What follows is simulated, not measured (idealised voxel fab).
This is a process module. Its name is voxel trench capacitor.
The figure presents cross-section cut, which has a width of 225 nm and is divided into square cells with an edge length of 5 nm.
This document writes a cross-section as a grid whose cells are square, and gives it as bands, listed from the top down; one or more rows of cells form a band.
Look at the band entry: it leads with the top's height and the bottom's height in nm. Then it lists the materials left to right, with a width in nm for each. The word "everywhere" on a single material says that material fills the band edge to edge. The word "empty" is empty space.
Height is counted from the level 0, under which the received wafer is composed throughout of one material. The lowest of the bands is not closed at the bottom but continues downward, in the notation "0..down".
A width given as "30 to 40" starts at the first number in the band's top row and ends at the second number in its bottom row, shifting by an equal amount at every step from row to row.
Take "nothing got changed" at face value: in the step it is given for, the cross-section changed in none of its cells.
"Enclosed empty spaces" lists enclosed empty spaces (at least 8 cells, no open path upward to the top), each as width x height at distance from the left edge, in nm.
Post-settings text on a step line: simulator's own remark regarding the step.
The line of a step may include "overlay nm". On a step with a mask, this value is how far to the right of its planned place the mask lay. A negative value means the mask lay to the left.

SO HERE'S THE LINEUP OF PROCESS STEPS WE PLANNED
step 1: op RECEIVE | material Si
step 2: op CONFORMAL_DEP | material SiN | thk nm 10
step 3: op PATTERN | tone open | mask id TRENCH | material resist | width nm 25 | pitch nm 50 | thk nm 20 | overlay nm 0
step 4: op DIRECTIONAL_ETCH | etch materials SiN | depth nm 10
step 5: op DIRECTIONAL_ETCH | etch materials Si | depth nm 30
step 6: op STRIP | etch materials resist
step 7: op CONFORMAL_DEP | material Al2O3 | thk nm 5
step 8: op FILL_DEP | material polySi | thk nm 10
step 9: op CMP | height nm 10

WAFER AS RECEIVED: CROSS-SECTION FOLLOWING STEP 1
0..down | Si everywhere
Enclosed empty spaces: none

FIRST WAFER OF TWO, SECTIONED AT END OF MODULE; RUN WENT PER PLAN
10..0 | SiN=50  Al2O3=5  polySi=15  Al2O3=5  SiN=25  Al2O3=5  polySi=15  Al2O3=5  SiN=25  Al2O3=5  polySi=15  Al2O3=5  SiN=50
0..-25 | Si=50  Al2O3=5  polySi=15  Al2O3=5  Si=25  Al2O3=5  polySi=15  Al2O3=5  Si=25  Al2O3=5  polySi=15  Al2O3=5  Si=50
-25..-30 | Si=50  Al2O3=25  Si=25  Al2O3=25  Si=25  Al2O3=25  Si=50
-30..down | Si everywhere
Enclosed empty spaces: none

END OF MODULE, SECOND WAFER, CROSS-SECTION. STARTED LIKE THE FIRST, PLANNED LIKE THE FIRST, RUN WITH ONE MISTAKE
10..0 | polySi=45  Al2O3=5  SiN=25  Al2O3=5  polySi=15  Al2O3=5  SiN=25  Al2O3=5  polySi=15  Al2O3=5  SiN=25  Al2O3=5  polySi=45
0..-25 | polySi=45  Al2O3=5  Si=25  Al2O3=5  polySi=15  Al2O3=5  Si=25  Al2O3=5  polySi=15  Al2O3=5  Si=25  Al2O3=5  polySi=45
-25..-30 | Al2O3=50  Si=25  Al2O3=25  Si=25  Al2O3=25  Si=25  Al2O3=50
-30..down | Si everywhere
Enclosed empty spaces: none
Run error: step 3 ran with different settings than intended, the actual operation and settings being op PATTERN | tone cover | mask id TRENCH | material resist | width nm 25 | pitch nm 50 | thk nm 20 | overlay nm 0
Final comparison by cell count, materials where the second wafer has more or fewer than the first: Al2O3: 15 more, Si: 90 fewer, SiN: 30 fewer, polySi: 105 more
